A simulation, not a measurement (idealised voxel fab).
Process module, titled voxel fin reveal
Section shown: cut. Width: 200 nm. Cell size: 5 nm, square.
Cross-section format: a grid of square cells, given as bands from top to bottom; each band is one or more rows of cells. Each band's line starts with the height of the band's top and of its bottom, in nm. Then come its materials from left to right, each with its width in nm. One material with "full width" fills the band from edge to edge. "empty" is empty space. Beneath 0, the wafer as received is one material, and that level is where height counting begins. The lowest band goes on downward without a bottom; it is written like "z 0 and below". Note: "30 to 40" means the width goes from the first number (top row of the band) to the second number (bottom row) in equal steps per row of cells. It should be understood that the words "no change", when stated for a given step, signify that the cross-section underwent no change in any of its cells during that step. Basically, "Closed internal voids" tells you about the enclosed voids: empty spaces with no open way to the top, 8 cells or bigger, each written width x height at distance, where distance is from the left edge, all in nm. Step line, after settings: the simulator's comment on this step. overlay nm: mask right of planned place by this much (step with mask). Neg. = left.

**Intended process steps**
1,RECEIVE: material Si
2,CONFORMAL_DEP: material SiN, thk nm 5
3,DIRECTIONAL_DEP: material aC, thk nm 15
4,PATTERN: tone cover, mask id FINS, material resist, width nm 15, pitch nm 35, thk nm 35, overlay nm 0
5,DIRECTIONAL_ETCH: etch materials aC, depth nm 15
6,STRIP: etch materials resist
7,DIRECTIONAL_ETCH: etch materials SiN, depth nm 5
8,DIRECTIONAL_ETCH: etch materials Si, depth nm 35
9,STRIP: etch materials aC
10,OXIDIZE: depth nm 5
11,FILL_DEP: material SiO2, thk nm 10
12,CMP: height nm 5
13,SELECTIVE_ETCH: etch materials SiO2, depth nm 30
14,STRIP: etch materials SiN

**Delivered wafer in cross-section: state after step 1**
  z 0 and below: Si full width
  Closed internal voids: none

**Sectioned view, first of two wafers, at the close of the module, processed as intended in the plan**
  z 0 to -25: empty=80, then Si=5, then empty=30, then Si=5, then empty=80
  z -25 to -40: SiO2=80, then Si=5, then SiO2=30, then Si=5, then SiO2=80
  z -40 and below: Si full width
  Closed internal voids: none

**What the second wafer looks like in cross-section once the module is done. Its start and its plan matched the first wafer's exactly; what differed was one mistake in how it was run**
  z 0 to -25: Si=70, then empty=25, then Si=10, then empty=25, then Si=70
  z -25 to -40: Si=70, then SiO2=25, then Si=10, then SiO2=25, then Si=70
  z -40 and below: Si full width
  Closed internal voids: none
In executing the process, a mistake was made relative to the plan: step 4, actual vs plan mismatch, actual run PATTERN: tone open, mask id FINS, material resist, width nm 15, pitch nm 35, thk nm 35, overlay nm 0
Wafer comparison, final, in cells, second relative to first, materials more or fewer: +224 Si | -84 SiO2
